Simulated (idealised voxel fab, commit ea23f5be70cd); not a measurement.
process module | voxel spacer lines
cross-section cut | 260 nm wide | cells 5 nm
A cross-section is a grid of square cells, given in bands from the top down. A band is one or more rows of cells.
Each band's line starts with the height of the band's top and of its bottom, in nm. Then come its materials from left to right, each with its width in nm. One material with "throughout" fills the band from edge to edge. "air" is empty space.
Height 0 is the level under which the wafer as received is all one material. The lowest band goes on downwards, as in "0 down".
A width such as "30 to 40" changes by the same amount from each row of cells to the next, from the band's top row to its bottom row.
"no change" after a step means that no cell of the cross-section changed.
closed voids: empty space of 8 cells or more with no open way to the top, each as width x height at its distance from the left edge, in nm
after a step's settings: what the simulator itself notes on the step
overlay nm, on a step with a mask: how far to the right of its planned place the mask lay; to the left if negative
plan
1 op RECEIVE | material Si
2 op CONFORMAL_DEP | material Al2O3 | thk nm 10
3 op DIRECTIONAL_DEP | material SiN | thk nm 10
4 op DIRECTIONAL_DEP | material aC | thk nm 25
5 op PATTERN | tone cover | mask id MANDREL | material resist | width nm 25 | pitch nm 70 | thk nm 35 | overlay nm 0
6 op DIRECTIONAL_ETCH | etch materials aC | depth nm 25
7 op STRIP | etch materials resist
8 op CONFORMAL_DEP | material SiO2 | thk nm 10
9 op DIRECTIONAL_ETCH | etch materials SiO2 | depth nm 10
10 op STRIP | etch materials aC
11 op DIRECTIONAL_ETCH | etch materials SiN | depth nm 10
12 op STRIP | etch materials SiO2
first wafer, as planned
as received, after step 1
  0 down: Si throughout
  closed voids: none
after step 2
  10 to 0: Al2O3 throughout
  below 0: unchanged
after step 3
  20 to 10: SiN throughout
  below 10: unchanged
after step 4
  45 to 20: aC throughout
  below 20: unchanged
after step 5
  80 to 45: air 45 | resist 25 | air 45 | resist 25 | air 45 | resist 25 | air 50
  below 45: unchanged
after step 6
  55 to 45: air 45 | resist 25 | air 45 | resist 25 | air 45 | resist 25 | air 50
  45 to 20: air 45 | aC 25 | air 45 | aC 25 | air 45 | aC 25 | air 50
  below 20: unchanged
after step 7
  45 to 20: air 45 | aC 25 | air 45 | aC 25 | air 45 | aC 25 | air 50
  below 20: unchanged
after step 8
  55 to 45: air 35 | SiO2 45 | air 25 | SiO2 45 | air 25 | SiO2 45 | air 40
  45 to 30: air 35 | SiO2 10 | aC 25 | SiO2 10 | air 25 | SiO2 10 | aC 25 | SiO2 10 | air 25 | SiO2 10 | aC 25 | SiO2 10 | air 40
  30 to 20: SiO2 45 | aC 25 | SiO2 45 | aC 25 | SiO2 45 | aC 25 | SiO2 50
  below 20: unchanged
after step 9
  45 to 20: air 35 | SiO2 10 | aC 25 | SiO2 10 | air 25 | SiO2 10 | aC 25 | SiO2 10 | air 25 | SiO2 10 | aC 25 | SiO2 10 | air 40
  below 20: unchanged
after step 10
  45 to 20: air 35 | SiO2 10 | air 25 | SiO2 10 | air 25 | SiO2 10 | air 25 | SiO2 10 | air 25 | SiO2 10 | air 25 | SiO2 10 | air 40
  below 20: unchanged
after step 11
  45 to 20: air 35 | SiO2 10 | air 25 | SiO2 10 | air 25 | SiO2 10 | air 25 | SiO2 10 | air 25 | SiO2 10 | air 25 | SiO2 10 | air 40
  20 to 10: air 35 | SiN 10 | air 25 | SiN 10 | air 25 | SiN 10 | air 25 | SiN 10 | air 25 | SiN 10 | air 25 | SiN 10 | air 40
  below 10: unchanged
after step 12
  20 to 10: air 35 | SiN 10 | air 25 | SiN 10 | air 25 | SiN 10 | air 25 | SiN 10 | air 25 | SiN 10 | air 25 | SiN 10 | air 40
  below 10: unchanged
second wafer: like start, like plan, one mistake. Through step 4 it matches the first wafer
when step 5 should have ended
  80 to 45: air 35 | resist 25 | air 45 | resist 25 | air 45 | resist 25 | air 60
  below 45: unchanged
when step 6 should have ended
  55 to 45: air 35 | resist 25 | air 45 | resist 25 | air 45 | resist 25 | air 60
  45 to 20: air 35 | aC 25 | air 45 | aC 25 | air 45 | aC 25 | air 60
  below 20: unchanged
when step 7 should have ended
  45 to 20: air 35 | aC 25 | air 45 | aC 25 | air 45 | aC 25 | air 60
  below 20: unchanged
when step 8 should have ended
  55 to 45: air 25 | SiO2 45 | air 25 | SiO2 45 | air 25 | SiO2 45 | air 50
  45 to 30: air 25 | SiO2 10 | aC 25 | SiO2 10 | air 25 | SiO2 10 | aC 25 | SiO2 10 | air 25 | SiO2 10 | aC 25 | SiO2 10 | air 50
  30 to 20: SiO2 35 | aC 25 | SiO2 45 | aC 25 | SiO2 45 | aC 25 | SiO2 60
  below 20: unchanged
when step 9 should have ended
  45 to 20: air 25 | SiO2 10 | aC 25 | SiO2 10 | air 25 | SiO2 10 | aC 25 | SiO2 10 | air 25 | SiO2 10 | aC 25 | SiO2 10 | air 50
  below 20: unchanged
when step 10 should have ended
  45 to 20: air 25 | SiO2 10 | air 25 | SiO2 10 | air 25 | SiO2 10 | air 25 | SiO2 10 | air 25 | SiO2 10 | air 25 | SiO2 10 | air 50
  below 20: unchanged
when step 11 should have ended
  45 to 20: air 25 | SiO2 10 | air 25 | SiO2 10 | air 25 | SiO2 10 | air 25 | SiO2 10 | air 25 | SiO2 10 | air 25 | SiO2 10 | air 50
  20 to 10: air 25 | SiN 10 | air 25 | SiN 10 | air 25 | SiN 10 | air 25 | SiN 10 | air 25 | SiN 10 | air 25 | SiN 10 | air 50
  below 10: unchanged
when step 12 should have ended
  20 to 10: air 25 | SiN 10 | air 25 | SiN 10 | air 25 | SiN 10 | air 25 | SiN 10 | air 25 | SiN 10 | air 25 | SiN 10 | air 50
  below 10: unchanged
what went wrong: step 5 ran as: op PATTERN | tone cover | mask id MANDREL | material resist | width nm 25 | pitch nm 70 | thk nm 35 | overlay nm -10
at the end the second wafer has, in cells: as many of each material as the first, in other places
